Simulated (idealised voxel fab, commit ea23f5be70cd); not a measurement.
process module | voxel capacitor over wiring
cross-section cut | 300 nm wide | cells 5 nm
A cross-section is a grid of square cells, given in bands from the top down. A band is one or more rows of cells.
Each band's line starts with the height of the band's top and of its bottom, in nm. Then come its materials from left to right, each with its width in nm. One material with "throughout" fills the band from edge to edge. "air" is empty space.
Height 0 is the level under which the wafer as received is all one material. The lowest band goes on downwards, as in "0 down".
A width such as "30 to 40" changes by the same amount from each row of cells to the next, from the band's top row to its bottom row.
"no change" after a step means that no cell of the cross-section changed.
closed voids: empty space of 8 cells or more with no open way to the top, each as width x height at its distance from the left edge, in nm
after a step's settings: what the simulator itself notes on the step
overlay nm, on a step with a mask: how far to the right of its planned place the mask lay; to the left if negative
plan
1 op RECEIVE | material Si
2 op CONFORMAL_DEP | material SiO2 | thk nm 15
3 op CONFORMAL_DEP | material SiN | thk nm 5
4 op DIRECTIONAL_DEP | material lowk | thk nm 20
5 op PATTERN | tone open | mask id METAL_1 | material resist | width nm 20 | pitch nm 90 | thk nm 20 | overlay nm 0
6 op DIRECTIONAL_ETCH | etch materials lowk | depth nm 20
7 op DIRECTIONAL_ETCH | etch materials SiN | depth nm 5
8 op STRIP | etch materials resist
9 op CONFORMAL_DEP | material TiN | thk nm 5
10 op FILL_DEP | material Cu | thk nm 5
11 op CMP | height nm 40
12 op CONFORMAL_DEP | material SiCN | thk nm 5
13 op DIRECTIONAL_DEP | material lowk | thk nm 20
14 op PATTERN | tone open | mask id PLUG_1 | material resist | width nm 15 | thk nm 20 | overlay nm 0
15 op DIRECTIONAL_ETCH | etch materials lowk | depth nm 20
16 op DIRECTIONAL_ETCH | etch materials SiCN | depth nm 5
17 op STRIP | etch materials resist
18 op CONFORMAL_DEP | material TiN | thk nm 5
19 op FILL_DEP | material Ru | thk nm 10
20 op CMP | height nm 65
21 op DIRECTIONAL_DEP | material TiN | thk nm 5
22 op DIRECTIONAL_DEP | material HfO2 | thk nm 5
23 op DIRECTIONAL_DEP | material TiN | thk nm 5
24 op DIRECTIONAL_DEP | material aC | thk nm 15
25 op PATTERN | tone cover | mask id UPPER_PLATE | material resist | width nm 75 | thk nm 35 | overlay nm 0
26 op DIRECTIONAL_ETCH | etch materials aC | depth nm 15
27 op STRIP | etch materials resist
28 op DIRECTIONAL_ETCH | etch materials TiN | depth nm 5
29 op DIRECTIONAL_ETCH | etch materials HfO2 | depth nm 5
30 op STRIP | etch materials aC
31 op MASKED_ETCH | tone cover | mask id LOWER_PLATE | width nm 85 | etch materials TiN | depth nm 5 | overlay nm 0
32 op FILL_DEP | material SiO2 | thk nm 15
33 op CMP | height nm 90
34 op MASKED_ETCH | tone open | mask id PLUG_2 | width nm 15 | etch materials SiO2 | depth nm 10 | overlay nm 0
35 op CONFORMAL_DEP | material TiN | thk nm 5
36 op FILL_DEP | material Cu | thk nm 10
37 op CMP | height nm 90
38 op CONFORMAL_DEP | material SiCN | thk nm 5
as received, after step 1
  0 down: Si throughout
  closed voids: none
first wafer at the end, as planned
  95 to 90: SiCN throughout
  90 to 85: SiO2 110 | TiN 5 | Cu 5 | TiN 5 | SiO2 175
  85 to 75: SiO2 110 to 100 | TiN 15 to 75 | SiO2 175 to 125
  75 to 70: SiO2 100 | HfO2 75 | SiO2 125
  70 to 65: SiO2 95 | TiN 85 | SiO2 120
  65 to 45: lowk 100 | TiN 5 | Ru 5 | TiN 5 | lowk 185
  45 to 40: SiCN 100 | TiN 15 | SiCN 185
  40 to 20: lowk 95 | TiN 5 | Cu 10 | TiN 5 | lowk 70 | TiN 5 | Cu 10 | TiN 5 | lowk 95
  20 to 15: SiN 95 | TiN 20 | SiN 70 | TiN 20 | SiN 95
  15 to 0: SiO2 throughout
  0 down: Si throughout
  closed voids: none
second wafer at the end: like start, like plan, one mistake
  95 to 90: SiCN throughout
  90 to 85: Cu 105 | TiN 5 | SiO2 15 | TiN 5 | Cu 170
  85 to 80: TiN 110 | SiO2 15 | TiN 175
  80 to 75: SiO2 100 | TiN 75 | SiO2 125
  75 to 70: SiO2 100 | HfO2 75 | SiO2 125
  70 to 65: SiO2 95 | TiN 85 | SiO2 120
  65 to 45: lowk 100 | TiN 5 | Ru 5 | TiN 5 | lowk 185
  45 to 40: SiCN 100 | TiN 15 | SiCN 185
  40 to 20: lowk 95 | TiN 5 | Cu 10 | TiN 5 | lowk 70 | TiN 5 | Cu 10 | TiN 5 | lowk 95
  20 to 15: SiN 95 | TiN 20 | SiN 70 | TiN 20 | SiN 95
  15 to 0: SiO2 throughout
  0 down: Si throughout
  closed voids: none
what went wrong: step 34 ran as: op MASKED_ETCH | tone cover | mask id PLUG_2 | width nm 15 | etch materials SiO2 | depth nm 10 | overlay nm 0
at the end the second wafer has, in cells: 54 more of Cu | 108 fewer of SiO2 | 54 more of TiN
